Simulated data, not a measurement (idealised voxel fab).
process module | voxel quadruple lines
Shown is cross-section cut, with a width of 270 nm and square cells of size 5 nm.
Think of the cross-section as a grid of square cells. We describe it in bands, top to bottom, and each band covers one or more rows of those cells.
Read a band's entry like this: the first values are the height of its top and the height of its bottom in nm, and what follows is the sequence of materials from left to right, each with its width in nm. Note that "blank" is empty space, and that a single material marked "all across" reaches across the band from edge to edge.
Height datum 0, below which the as-received substrate wafer is one material. Lowest band open at the bottom, running downward: "0 -> down".
Per-row width for "30 to 40": begins at first number (top row of band), ends at second number (bottom row), increment between rows held constant.
Where the words "everything unchanged" appear for a step, the cross-section shows no cell changed by that step; every cell remained as before.
Reported under the label "Voids lacking openings" are the empty spaces having no open way to the top and comprising 8 cells or more; the notation for each is width x height at distance, in which the distance is measured from the left edge and all three values are in nm.
Step line, after settings: the simulator's comment on this step.
Among the settings permitted on a step's line is "overlay nm"; applied to a step with a mask, it specifies the extent to which the mask lay to the right of its planned position, whereas a negative figure signifies a position to the left.

STEPS IN THE PROCESS PLAN
| 1 | RECEIVE with material Si |
| 2 | CONFORMAL_DEP with material Al2O3, thk nm 10 |
| 3 | DIRECTIONAL_DEP with material TiN, thk nm 10 |
| 4 | DIRECTIONAL_DEP with material polySi, thk nm 15 |
| 5 | DIRECTIONAL_DEP with material aC, thk nm 25 |
| 6 | PATTERN with tone cover, mask id MANDREL, material resist, width nm 20, pitch nm 60, thk nm 30, overlay nm 0 |
| 7 | DIRECTIONAL_ETCH with etch materials aC, depth nm 25 |
| 8 | STRIP with etch materials resist |
| 9 | CONFORMAL_DEP with material SiO2, thk nm 10 |
| 10 | DIRECTIONAL_ETCH with etch materials SiO2, depth nm 10 |
| 11 | STRIP with etch materials aC |
| 12 | DIRECTIONAL_ETCH with etch materials polySi, depth nm 15 |
| 13 | STRIP with etch materials SiO2 |
| 14 | CONFORMAL_DEP with material SiCN, thk nm 5 |
| 15 | DIRECTIONAL_ETCH with etch materials SiCN, depth nm 5 |
| 16 | STRIP with etch materials polySi |
| 17 | DIRECTIONAL_ETCH with etch materials TiN, depth nm 10 |
| 18 | STRIP with etch materials SiCN |

AS RECEIVED (POST STEP 1): CROSS-SECTION
  0 -> down: Si all across
  Voids lacking openings: none

THE CROSS-SECTION SHOWN CORRESPONDS TO THE WAFER AT THE CONCLUSION OF THE MODULE. THE INITIAL STRUCTURE AND THE PROCESS PLAN ARE THOSE PRESENTED ABOVE; HOWEVER, ONE MISTAKE OCCURRED IN EXECUTING THE PLAN
  10 -> 0: blank 80 nm, then TiN 5 nm, then blank 10 nm, then TiN 5 nm, then blank 10 nm, then TiN 5 nm, then blank 10 nm, then TiN 5 nm, then blank 10 nm, then TiN 5 nm, then blank 10 nm, then TiN 5 nm, then blank 10 nm, then TiN 5 nm, then blank 10 nm, then TiN 5 nm, then blank 80 nm
  0 -> down: Si all across
  Voids lacking openings: none
In executing the process, a mistake was made relative to the plan: skipped: plan step 2 (never run)
